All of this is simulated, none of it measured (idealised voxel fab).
A process module follows: voxel released beams.
For reference, the cross-section in this document is cut, with width 170 nm and square cells of 5 nm.
We lay out every cross-section as a grid of square cells and spell it out in bands from the top down, where one band means one or more rows of cells. Top, bottom (nm), then materials left to right with widths (nm); lone material tagged "edge to edge" fills the whole band edge to edge; "air" = empty space. Heights are expressed relative to 0, this being the level below which the as-received wafer comprises one material exclusively. The lowest band is unbounded in the downward direction and is denoted as in "z 0 and below". Quick explanation for "30 to 40": the width changes in equal steps down the rows of cells, from the first number in the band's top row to the second number in its bottom row. When a step is marked "remained unchanged", none of the cells in the cross-section changed during that step. Entry "Trapped void list" = empty spaces >= 8 cells with no open way to the top; each as width x height at distance, distance from left edge, all nm. Whatever follows a step's settings on its line is a remark the simulator itself makes about that step. overlay nm: where the mask lay relative to plan, measured to the right, on steps with a mask; negatives go left.

### The steps planned for the process are as follows
- 1: RECEIVE (material Si)
- 2: CONFORMAL_DEP (material SiN; thk nm 5)
- 3: DIRECTIONAL_DEP (material SiO2; thk nm 20)
- 4: DIRECTIONAL_DEP (material aC; thk nm 15)
- 5: PATTERN (tone open; mask id ANCHOR; material resist; width nm 45; thk nm 30; overlay nm 0)
- 6: DIRECTIONAL_ETCH (etch materials aC; depth nm 15)
- 7: STRIP (etch materials resist)
- 8: DIRECTIONAL_ETCH (etch materials SiO2; depth nm 20)
- 9: STRIP (etch materials aC)
- 10: CONFORMAL_DEP (material polySi; thk nm 15)
- 11: DIRECTIONAL_DEP (material aC; thk nm 10)
- 12: PATTERN (tone cover; mask id BEAM; material resist; width nm 90; thk nm 25; overlay nm 0)
- 13: DIRECTIONAL_ETCH (etch materials aC; depth nm 10)
- 14: STRIP (etch materials resist)
- 15: DIRECTIONAL_ETCH (etch materials polySi; depth nm 15)
- 16: STRIP (etch materials aC)
- 17: STRIP (etch materials SiO2)

### On the first of the two wafers: run conducted according to plan

### Wafer as received: cross-section following step 1
  z 0 and below = Si edge to edge
  Trapped void list: none

### Cross-section through the wafer, step 2 finished
  z 5 to 0 = SiN edge to edge
  For the remainder of the cross-section, below 0, there is no change.

### Cross-section through the wafer, step 3 finished
  z 25 to 5 = SiO2 edge to edge
  For the remainder of the cross-section, below 5, there is no change.

### Cross-section through the wafer, step 4 finished
  z 40 to 25 = aC edge to edge
  For the remainder of the cross-section, below 25, there is no change.

### Cross-section through the wafer, step 5 finished
  z 70 to 40 = 40 nm resist, 45 nm air, 85 nm resist
  For the remainder of the cross-section, below 40, there is no change.

### Cross-section through the wafer, step 6 finished
  z 55 to 40 = 40 nm resist, 45 nm air, 85 nm resist
  z 40 to 25 = 40 nm aC, 45 nm air, 85 nm aC
  For the remainder of the cross-section, below 25, there is no change.

### Cross-section through the wafer, step 7 finished
  z 40 to 25 = 40 nm aC, 45 nm air, 85 nm aC
  For the remainder of the cross-section, below 25, there is no change.

### Cross-section through the wafer, step 8 finished
  z 40 to 25 = 40 nm aC, 45 nm air, 85 nm aC
  z 25 to 5 = 40 nm SiO2, 45 nm air, 85 nm SiO2
  For the remainder of the cross-section, below 5, there is no change.

### Cross-section through the wafer, step 9 finished
  z 25 to 5 = 40 nm SiO2, 45 nm air, 85 nm SiO2
  For the remainder of the cross-section, below 5, there is no change.

### Cross-section through the wafer, step 10 finished
  z 40 to 25 = 55 nm polySi, 15 nm air, 100 nm polySi
  z 25 to 20 = 40 nm SiO2, 15 nm polySi, 15 nm air, 15 nm polySi, 85 nm SiO2
  z 20 to 5 = 40 nm SiO2, 45 nm polySi, 85 nm SiO2
  For the remainder of the cross-section, below 5, there is no change.

### Cross-section through the wafer, step 11 finished
  z 50 to 40 = 55 nm aC, 15 nm air, 100 nm aC
  z 40 to 30 = 55 nm polySi, 15 nm air, 100 nm polySi
  z 30 to 25 = 55 nm polySi, 15 nm aC, 100 nm polySi
  z 25 to 20 = 40 nm SiO2, 15 nm polySi, 15 nm aC, 15 nm polySi, 85 nm SiO2
  For the remainder of the cross-section, below 20, there is no change.

### Cross-section through the wafer, step 12 finished
  z 75 to 50 = 35 nm air, 90 nm resist, 45 nm air
  z 50 to 40 = 55 nm aC, 15 nm resist, 100 nm aC
  z 40 to 30 = 55 nm polySi, 15 nm resist, 100 nm polySi
  For the remainder of the cross-section, below 30, there is no change.

### Cross-section through the wafer, step 13 finished
  z 65 to 50 = 35 nm air, 90 nm resist, 45 nm air
  z 50 to 40 = 35 nm air, 20 nm aC, 15 nm resist, 55 nm aC, 45 nm air
  For the remainder of the cross-section, below 40, there is no change.

### Cross-section through the wafer, step 14 finished
  z 50 to 40 = 35 nm air, 20 nm aC, 15 nm air, 55 nm aC, 45 nm air
  z 40 to 30 = 55 nm polySi, 15 nm air, 100 nm polySi
  For the remainder of the cross-section, below 30, there is no change.

### Cross-section through the wafer, step 15 finished
  z 50 to 40 = 35 nm air, 20 nm aC, 15 nm air, 55 nm aC, 45 nm air
  z 40 to 30 = 35 nm air, 20 nm polySi, 15 nm air, 55 nm polySi, 45 nm air
  z 30 to 25 = 35 nm air, 20 nm polySi, 15 nm aC, 55 nm polySi, 45 nm air
  For the remainder of the cross-section, below 25, there is no change.

### Cross-section through the wafer, step 16 finished
  z 40 to 25 = 35 nm air, 20 nm polySi, 15 nm air, 55 nm polySi, 45 nm air
  z 25 to 20 = 40 nm SiO2, 15 nm polySi, 15 nm air, 15 nm polySi, 85 nm SiO2
  For the remainder of the cross-section, below 20, there is no change.

### Cross-section through the wafer, step 17 finished
  z 40 to 25 = 35 nm air, 20 nm polySi, 15 nm air, 55 nm polySi, 45 nm air
  z 25 to 20 = 40 nm air, 15 nm polySi, 15 nm air, 15 nm polySi, 85 nm air
  z 20 to 5 = 40 nm air, 45 nm polySi, 85 nm air
  For the remainder of the cross-section, below 5, there is no change.

### The second wafer: identical to the first at the outset and in its planned sequence, differing only in that one mistake was made during processing; up to and including step 1, its path is the first wafer's path

### The second wafer cut through, at the time step 2 was supposed to be finished
  z 20 to 0 = SiO2 edge to edge
  For the remainder of the cross-section, below 0, there is no change.

### The second wafer cut through, at the time step 3 was supposed to be finished
  z 25 to 20 = SiN edge to edge
  For the remainder of the cross-section, below 20, there is no change.

### The second wafer cut through, at the time step 4 was supposed to be finished
  z 40 to 25 = aC edge to edge
  For the remainder of the cross-section, below 25, there is no change.

### The second wafer cut through, at the time step 5 was supposed to be finished
  z 70 to 40 = 40 nm resist, 45 nm air, 85 nm resist
  For the remainder of the cross-section, below 40, there is no change.

### The second wafer cut through, at the time step 6 was supposed to be finished
  z 55 to 40 = 40 nm resist, 45 nm air, 85 nm resist
  z 40 to 25 = 40 nm aC, 45 nm air, 85 nm aC
  For the remainder of the cross-section, below 25, there is no change.

### The second wafer cut through, at the time step 7 was supposed to be finished
  z 40 to 25 = 40 nm aC, 45 nm air, 85 nm aC
  For the remainder of the cross-section, below 25, there is no change.

The second wafer cut through, at the time step 8 was supposed to be finished: remained unchanged

### The second wafer cut through, at the time step 9 was supposed to be finished
  z 25 to 20 = SiN edge to edge
  For the remainder of the cross-section, below 20, there is no change.

### The second wafer cut through, at the time step 10 was supposed to be finished
  z 40 to 25 = polySi edge to edge
  For the remainder of the cross-section, below 25, there is no change.

### The second wafer cut through, at the time step 11 was supposed to be finished
  z 50 to 40 = aC edge to edge
  For the remainder of the cross-section, below 40, there is no change.

### The second wafer cut through, at the time step 12 was supposed to be finished
  z 75 to 50 = 35 nm air, 90 nm resist, 45 nm air
  For the remainder of the cross-section, below 50, there is no change.

### The second wafer cut through, at the time step 13 was supposed to be finished
  z 65 to 50 = 35 nm air, 90 nm resist, 45 nm air
  z 50 to 40 = 35 nm air, 90 nm aC, 45 nm air
  For the remainder of the cross-section, below 40, there is no change.

### The second wafer cut through, at the time step 14 was supposed to be finished
  z 50 to 40 = 35 nm air, 90 nm aC, 45 nm air
  For the remainder of the cross-section, below 40, there is no change.

### The second wafer cut through, at the time step 15 was supposed to be finished
  z 50 to 40 = 35 nm air, 90 nm aC, 45 nm air
  z 40 to 25 = 35 nm air, 90 nm polySi, 45 nm air
  For the remainder of the cross-section, below 25, there is no change.

### The second wafer cut through, at the time step 16 was supposed to be finished
  z 40 to 25 = 35 nm air, 90 nm polySi, 45 nm air
  For the remainder of the cross-section, below 25, there is no change.

The second wafer cut through, at the time step 17 was supposed to be finished: remained unchanged
Misprocessing identified: the intended sequence of steps 2 and 3 was reversed during processing, with each occupying the position of the other
The second wafer ends with more or fewer cells of some materials than the first, per final count: SiO2: 136 more; polySi: 24 fewer
